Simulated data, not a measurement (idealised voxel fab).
The process module presented herein is designated voxel transistor to metal.
Square cell edge 5 nm, section width 190 nm, ID cut.
Cross-section spec: square-cell grid; bands listed top down; each band is one or more rows. In this notation a band is specified by the heights of its top and bottom, in that order and in nm, after which its materials appear from left to right, each paired with its width in nm. The word "all across" attached to a single material means that material fills the band from edge to edge; the word "air" stands for empty space. Below 0: as-received wafer, all one material; heights counted from there. Lowest band: no bottom, goes on down, written "z 0 and below". With a width like "30->40", each row of cells in the band differs from the next by the same amount, the top row carrying the first number and the bottom row the second. It should be understood that the words "all unchanged", when stated for a given step, signify that the cross-section underwent no change in any of its cells during that step. Entry "Completely enclosed voids". Content: empty spaces with no open connection to the top, size 8 cells or greater. Each: width x height at distance. Distance: from left edge. Unit: nm. Heads up: the bit after the settings on a step's line is the simulator's remark on that step. Each step line may optionally specify "overlay nm", which for a step with a mask gives the rightward distance between the mask's planned place and where it lay, a negative value indicating the leftward direction.

### These are the steps we planned for the process
1 op RECEIVE | material Si
2 op OXIDIZE | depth nm 5
3 op CONFORMAL_DEP | material SiN | thk nm 10
4 op MASKED_ETCH | tone cover | mask id ACTIVE | width nm 125 | etch materials SiN | depth nm 10 | overlay nm 0
5 op MASKED_ETCH | tone cover | mask id ACTIVE | width nm 125 | etch materials SiO2 | depth nm 5 | overlay nm 0
6 op MASKED_ETCH | tone cover | mask id ACTIVE | width nm 125 | etch materials Si | depth nm 20 | overlay nm 0
7 op OXIDIZE | depth nm 5
8 op FILL_DEP | material SiO2 | thk nm 5
9 op CMP | height nm 10
10 op SELECTIVE_ETCH | etch materials SiO2 | depth nm 5
11 op STRIP | etch materials SiN
12 op SELECTIVE_ETCH | etch materials SiO2 | depth nm 5
13 op OXIDIZE | depth nm 5
14 op DIRECTIONAL_DEP | material polySi | thk nm 30
15 op DIRECTIONAL_DEP | material SiCN | thk nm 10
16 op MASKED_ETCH | tone cover | mask id GATE | width nm 35 | etch materials SiCN | depth nm 20 | overlay nm 0
17 op MASKED_ETCH | tone cover | mask id GATE | width nm 35 | etch materials polySi | depth nm 40 | overlay nm 0
18 op CONFORMAL_DEP | material SiN | thk nm 5
19 op DIRECTIONAL_ETCH | etch materials SiN | depth nm 5
20 op DIRECTIONAL_ETCH | etch materials SiO2 | depth nm 5
21 op EPI | material pSi | thk nm 5
22 op FILL_DEP | material SiO2 | thk nm 10
23 op CMP | height nm 25
24 op STRIP | etch materials polySi
25 op SELECTIVE_ETCH | etch materials SiO2 | depth nm 5
26 op CONFORMAL_DEP | material HfO2 | thk nm 5
27 op CONFORMAL_DEP | material TiN | thk nm 5
28 op FILL_DEP | material W | thk nm 5
29 op CMP | height nm 20
30 op DIRECTIONAL_DEP | material SiO2 | thk nm 10
31 op MASKED_ETCH | tone open | mask id CONTACT | width nm 20 | pitch nm 85 | etch materials SiO2 | depth nm 35 | overlay nm 0
32 op CONFORMAL_DEP | material TiN | thk nm 5
33 op FILL_DEP | material Ru | thk nm 5
34 op CMP | height nm 30
35 op CONFORMAL_DEP | material SiCN | thk nm 5
36 op DIRECTIONAL_DEP | material SiO2 | thk nm 25
37 op PATTERN | tone open | mask id METAL_1 | material resist | width nm 20 | pitch nm 85 | thk nm 15 | overlay nm 0
38 op DIRECTIONAL_ETCH | etch materials SiO2 | depth nm 25
39 op DIRECTIONAL_ETCH | etch materials SiCN | depth nm 5
40 op STRIP | etch materials resist
41 op CONFORMAL_DEP | material TiN | thk nm 5
42 op FILL_DEP | material Cu | thk nm 5
43 op CMP | height nm 60
44 op EPI | material Ru | thk nm 5
45 op FILL_DEP | material SiCN | thk nm 5
46 op DIRECTIONAL_DEP | material lowk | thk nm 30
47 op PATTERN | tone open | mask id METAL_2_HOLES | material resist | width nm 15 | pitch nm 85 | thk nm 15 | overlay nm 0
48 op DIRECTIONAL_ETCH | etch materials lowk | depth nm 30
49 op STRIP | etch materials resist
50 op PATTERN | tone open | mask id METAL_2 | material resist | width nm 20 | pitch nm 85 | thk nm 15 | overlay nm 0
51 op DIRECTIONAL_ETCH | etch materials lowk | depth nm 20
52 op DIRECTIONAL_ETCH | etch materials SiCN | depth nm 5
53 op STRIP | etch materials resist
54 op CONFORMAL_DEP | material TiN | thk nm 5
55 op FILL_DEP | material Cu | thk nm 5
56 op CMP | height nm 100
57 op CONFORMAL_DEP | material SiN | thk nm 5
The plan shows the thk nm of step 32 as the first wafer had it; this setting differs between the wafers, which start out alike.

### first wafer as received, after step 1
* z 0 and below | Si all across
* Completely enclosed voids: none

### Post step 57, the closing step of the module: first of several wafers, cross-sectioned
* z 105 to 100 | SiN all across
* z 100 to 85 | lowk=40, then TiN=5, then Cu=10, then TiN=5, then lowk=65, then TiN=5, then Cu=10, then TiN=5, then lowk=45
* z 85 to 80 | lowk=40, then TiN=5, then Cu=5, then TiN=10, then lowk=65, then TiN=5, then Cu=5, then TiN=10, then lowk=45
* z 80 to 70 | lowk=40, then TiN=5, then Cu=5, then TiN=5, then lowk=70, then TiN=5, then Cu=5, then TiN=5, then lowk=50
* z 70 to 65 | SiCN=40, then TiN=15, then SiCN=70, then TiN=15, then SiCN=50
* z 65 to 60 | SiCN=35, then Ru=30, then SiCN=55, then Ru=30, then SiCN=40
* z 60 to 35 | SiO2=40, then TiN=5, then Cu=10, then TiN=5, then SiO2=65, then TiN=5, then Cu=10, then TiN=5, then SiO2=45
* z 35 to 30 | SiCN=40, then TiN=20, then SiCN=65, then TiN=20, then SiCN=45
* z 30 to 20 | SiO2=40, then TiN=5, then Ru=10, then TiN=5, then SiO2=65, then TiN=5, then Ru=10, then TiN=5, then SiO2=45
* z 20 to 0 | SiO2=40, then TiN=5, then Ru=10, then TiN=5, then SiO2=10, then SiN=5, then HfO2=5, then TiN=5, then W=15, then TiN=5, then HfO2=5, then SiN=5, then SiO2=10, then TiN=5, then Ru=10, then TiN=5, then SiO2=45
* z 0 to -5 | SiO2=25, then SiN=5, then SiO2=10, then TiN=20, then SiO2=10, then SiN=5, then HfO2=5, then TiN=25, then HfO2=5, then SiN=5, then SiO2=10, then TiN=20, then SiO2=10, then SiN=5, then SiO2=30
* z -5 to -10 | SiO2=30, then pSi=40, then HfO2=45, then pSi=40, then SiO2=35
* z -10 to -30 | SiO2=35, then Si=115, then SiO2=40
* z -30 and below | Si all across
* Completely enclosed voids: none

### last wafer at the end
* z 105 to 100 | SiN all across
* z 100 to 85 | lowk=40, then TiN=5, then Cu=10, then TiN=5, then lowk=65, then TiN=5, then Cu=10, then TiN=5, then lowk=45
* z 85 to 80 | lowk=40, then TiN=5, then Cu=5, then TiN=10, then lowk=65, then TiN=5, then Cu=5, then TiN=10, then lowk=45
* z 80 to 70 | lowk=40, then TiN=5, then Cu=5, then TiN=5, then lowk=70, then TiN=5, then Cu=5, then TiN=5, then lowk=50
* z 70 to 65 | SiCN=40, then TiN=15, then SiCN=70, then TiN=15, then SiCN=50
* z 65 to 60 | SiCN=35, then Ru=30, then SiCN=55, then Ru=30, then SiCN=40
* z 60 to 35 | SiO2=40, then TiN=5, then Cu=10, then TiN=5, then SiO2=65, then TiN=5, then Cu=10, then TiN=5, then SiO2=45
* z 35 to 30 | SiCN=40, then TiN=20, then SiCN=65, then TiN=20, then SiCN=45
* z 30 to 20 | SiO2=40, then TiN=20, then SiO2=65, then TiN=20, then SiO2=45
* z 20 to 0 | SiO2=40, then TiN=20, then SiO2=10, then SiN=5, then HfO2=5, then TiN=5, then W=15, then TiN=5, then HfO2=5, then SiN=5, then SiO2=10, then TiN=20, then SiO2=45
* z 0 to -5 | SiO2=25, then SiN=5, then SiO2=10, then TiN=20, then SiO2=10, then SiN=5, then HfO2=5, then TiN=25, then HfO2=5, then SiN=5, then SiO2=10, then TiN=20, then SiO2=10, then SiN=5, then SiO2=30
* z -5 to -10 | SiO2=30, then pSi=40, then HfO2=45, then pSi=40, then SiO2=35
* z -10 to -30 | SiO2=35, then Si=115, then SiO2=40
* z -30 and below | Si all across
* Completely enclosed voids: none

### Basically each wafer gets a line in the table, showing it at the end of the module: material by material, the cells it gained (+) or lost (-) since we got it, then its closed voids
thk nm 5; +38 Cu; +19 HfO2; +36 Ru; -136 Si; +88 SiCN; +50 SiN; +386 SiO2; +105 TiN; +12 W; +184 lowk; +16 pSi; Completely enclosed voids: none
thk nm 10; +38 Cu; +19 HfO2; +12 Ru; -136 Si; +88 SiCN; +50 SiN; +386 SiO2; +129 TiN; +12 W; +184 lowk; +16 pSi; Completely enclosed voids: none
thk nm 15; +38 Cu; +19 HfO2; +12 Ru; -136 Si; +88 SiCN; +50 SiN; +386 SiO2; +129 TiN; +12 W; +184 lowk; +16 pSi; Completely enclosed voids: none
thk nm 20; +38 Cu; +19 HfO2; +12 Ru; -136 Si; +88 SiCN; +50 SiN; +386 SiO2; +129 TiN; +12 W; +184 lowk; +16 pSi; Completely enclosed voids: none
